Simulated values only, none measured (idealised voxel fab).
The process module presented herein is designated voxel local oxidation.
Each square cell in cross-section cut measures 5 nm, and the section as a whole is 150 nm wide.
A cross-section in this document is a grid of square cells, and it is written down as bands, the top band listed before the ones below it; a band is made up of one or more rows of cells.
Per band: top height and bottom height in nm, followed by the left-to-right materials and their widths in nm; "edge to edge" marks a single material spanning edge to edge, "empty" marks empty space.
Heights are measured from 0, the level below which the as-received wafer is all one material; the lowest band has no bottom and continues downward, written as in "0 -> down".
The notation "30 to 40" denotes a width that varies across the rows of cells in the band, beginning at the first number in the top row, finishing at the second number in the bottom row, and changing by an identical amount from each row to the next.
Any step labelled "no change" changed none of the cells in the cross-section.
"Sealed internal voids" specifies each empty space that is not open to the top and that occupies no fewer than 8 cells, using the form width x height at distance, the distance measured from the left edge and all three quantities in nm.
That trailing text on a step's line, after the settings, is the simulator's own remark on the step.
If you see "overlay nm" on a step's line and that step has a mask, it's telling you how far right of where it was planned the mask ended up; a negative number means it went left instead.
## Steps in the process plan
1. RECEIVE with material Si
2. CONFORMAL_DEP with material SiO2, thk nm 5
3. CONFORMAL_DEP with material SiN, thk nm 10
4. MASKED_ETCH with tone cover, mask id ACTIVE, width nm 90, etch materials SiN, depth nm 10, overlay nm 0
5. SELECTIVE_ETCH with etch materials SiO2, depth nm 5
6. OXIDIZE with depth nm 15
7. STRIP with etch materials SiN
## First out of two wafers; run went to plan
## This is the cross-section of the wafer as we received it, i.e. after step 1
  0 -> down: Si edge to edge
  Sealed internal voids: none
## The wafer, seen in cross-section, after step 2
  5 -> 0: SiO2 edge to edge
  Beneath the level 0, the cross-section is identical to its previous state.
## The wafer, seen in cross-section, after step 3
  15 -> 5: SiN edge to edge
  Beneath the level 5, the cross-section is identical to its previous state.
## The wafer, seen in cross-section, after step 4
  15 -> 5: empty 30 nm; SiN 90 nm; empty 30 nm
  Beneath the level 5, the cross-section is identical to its previous state.
## The wafer, seen in cross-section, after step 5
  15 -> 5: empty 30 nm; SiN 90 nm; empty 30 nm
  5 -> 0: empty 35 nm; SiO2 80 nm; empty 35 nm
  Beneath the level 0, the cross-section is identical to its previous state.
## The wafer, seen in cross-section, after step 6
  15 -> 5: empty 30 nm; SiN 90 nm; empty 30 nm
  5 -> 0: empty 35 nm; SiO2 80 nm; empty 35 nm
  0 -> -15: SiO2 50 nm; Si 50 nm; SiO2 50 nm
  Beneath the level -15, the cross-section is identical to its previous state.
## The wafer, seen in cross-section, after step 7
  5 -> 0: empty 35 nm; SiO2 80 nm; empty 35 nm
  Beneath the level 0, the cross-section is identical to its previous state.
## second wafer: like start, like plan, one mistake. Through step 6 it matches the first wafer
## Cross-section of the second wafer at the time by which step 7 should have been completed according to the plan
  5 -> 0: empty 35 nm; SiO2 80 nm; empty 35 nm
  Beneath the level 0, the cross-section is identical to its previous state.
What went wrong in running the wafer? step 7 was run twice
The two wafers wind up with the same cross-section at the end, so whatever this model computes is the same despite the mistake.
